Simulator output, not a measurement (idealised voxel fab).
The following is a process module called voxel wiring stack.
Pictured: cross-section cut, 255 nm wide, on a grid of 5 nm square cells.
Heads up, the way a cross-section reads in here is a grid of square cells, handed over as bands from the top down, with every band being one or more rows of cells. This entry defines a band. It first specifies the height of the band's top and the height of its bottom in nm, and then specifies the band's materials from left to right, stating each material with its width in nm. The word "edge to edge" identifies a single material that fills the band from edge to edge, while the word "air" identifies empty space. We count height from 0. Below that, the starting wafer is all one material. The lowest band never ends at the bottom but goes on down; see "0..down" for how that is written. The notation "30 to 40" denotes a width that varies across the rows of cells in the band, beginning at the first number in the top row, finishing at the second number in the bottom row, and changing by an identical amount from each row to the next. Step marked "no modification"? Then no cell in the cross-section changed in it. "Unvented voids": sealed empty spaces, 8 cells or more, no open way to top, listed width x height at distance, with distance from the left edge and width, height and distance in nm. Step line, after settings: the simulator's comment on this step. "overlay nm", when on a step's line for a step with a mask, measures how far to the right of its planned place the mask lay; a negative measure means to the left.
## Process steps foreseen in the plan
step 1: RECEIVE | material Si
step 2: CONFORMAL_DEP | material SiO2 | thk nm 15
step 3: DIRECTIONAL_DEP | material TiN | thk nm 5
step 4: DIRECTIONAL_DEP | material Ru | thk nm 25
step 5: MASKED_ETCH | tone cover | mask id METAL_1 | width nm 25 | pitch nm 40 | etch materials Ru | depth nm 25 | overlay nm 0
step 6: MASKED_ETCH | tone cover | mask id METAL_1 | width nm 25 | pitch nm 40 | etch materials TiN | depth nm 5 | overlay nm 0
step 7: FILL_DEP | material SiO2 | thk nm 10
step 8: CMP | height nm 45
step 9: CONFORMAL_DEP | material SiCN | thk nm 5
step 10: DIRECTIONAL_DEP | material lowk | thk nm 15
step 11: PATTERN | tone open | mask id PLUG_1 | material resist | width nm 15 | pitch nm 40 | thk nm 15 | overlay nm 0
step 12: DIRECTIONAL_ETCH | etch materials lowk | depth nm 15
step 13: DIRECTIONAL_ETCH | etch materials SiCN | depth nm 5
step 14: STRIP | etch materials resist
step 15: EPI | material Ru | thk nm 10
step 16: EPI | material Ru | thk nm 10
step 17: DIRECTIONAL_DEP | material TiN | thk nm 5
step 18: DIRECTIONAL_DEP | material Ru | thk nm 20
step 19: PATTERN | tone cover | mask id METAL_2 | material resist | width nm 25 | pitch nm 40 | thk nm 20 | overlay nm 0
step 20: DIRECTIONAL_ETCH | etch materials Ru | depth nm 20
step 21: DIRECTIONAL_ETCH | etch materials TiN | depth nm 5
step 22: STRIP | etch materials resist
step 23: FILL_DEP | material lowk | thk nm 10
step 24: CMP | height nm 90
step 25: CONFORMAL_DEP | material SiN | thk nm 5
## Shown in cross-section is the wafer as received, that is, as it stands after step 1
    0..down | Si edge to edge
    Unvented voids: none
## Run as planned - first of the two wafers cross-sectioned at the end of the module
    95..90 | SiN edge to edge
    90..70 | lowk (95), then Ru (25), then lowk (15), then Ru (25), then lowk (95)
    70..65 | lowk (95), then TiN (25), then lowk (15), then TiN (25), then lowk (95)
    65..50 | lowk (95), then Ru (15), then lowk (25), then Ru (15), then lowk (105)
    50..45 | SiCN (95), then Ru (15), then SiCN (25), then Ru (15), then SiCN (105)
    45..20 | SiO2 (95), then Ru (25), then SiO2 (15), then Ru (25), then SiO2 (95)
    20..15 | SiO2 (95), then TiN (25), then SiO2 (15), then TiN (25), then SiO2 (95)
    15..0 | SiO2 edge to edge
    0..down | Si edge to edge
    Unvented voids: none
## So this is wafer number two of the two, cut at the end of the module - it started where the first did and had the same plan, we just got one thing wrong running it
    95..90 | SiN edge to edge
    90..80 | lowk (95), then Ru (25), then lowk (15), then Ru (25), then lowk (95)
    80..70 | Ru edge to edge
    70..65 | TiN (95), then Ru (15), then TiN (25), then Ru (15), then TiN (105)
    65..60 | lowk (95), then Ru (15), then lowk (25), then Ru (15), then lowk (105)
    60..55 | lowk (95), then TiN (15), then lowk (25), then TiN (15), then lowk (105)
    55..50 | lowk (95), then Ru (15), then lowk (25), then Ru (15), then lowk (105)
    50..45 | SiCN (95), then Ru (15), then SiCN (25), then Ru (15), then SiCN (105)
    45..20 | SiO2 (95), then Ru (25), then SiO2 (15), then Ru (25), then SiO2 (95)
    20..15 | SiO2 (95), then TiN (25), then SiO2 (15), then TiN (25), then SiO2 (95)
    15..0 | SiO2 edge to edge
    0..down | Si edge to edge
    Unvented voids: none
Which mistake was made when the wafer was run? steps 16 and 17 of the plan were run in the wrong order, each in the other's place
FYI, end of process, the second wafer has more or fewer cells of some materials than the first: +82 Ru | +41 TiN | -123 lowk
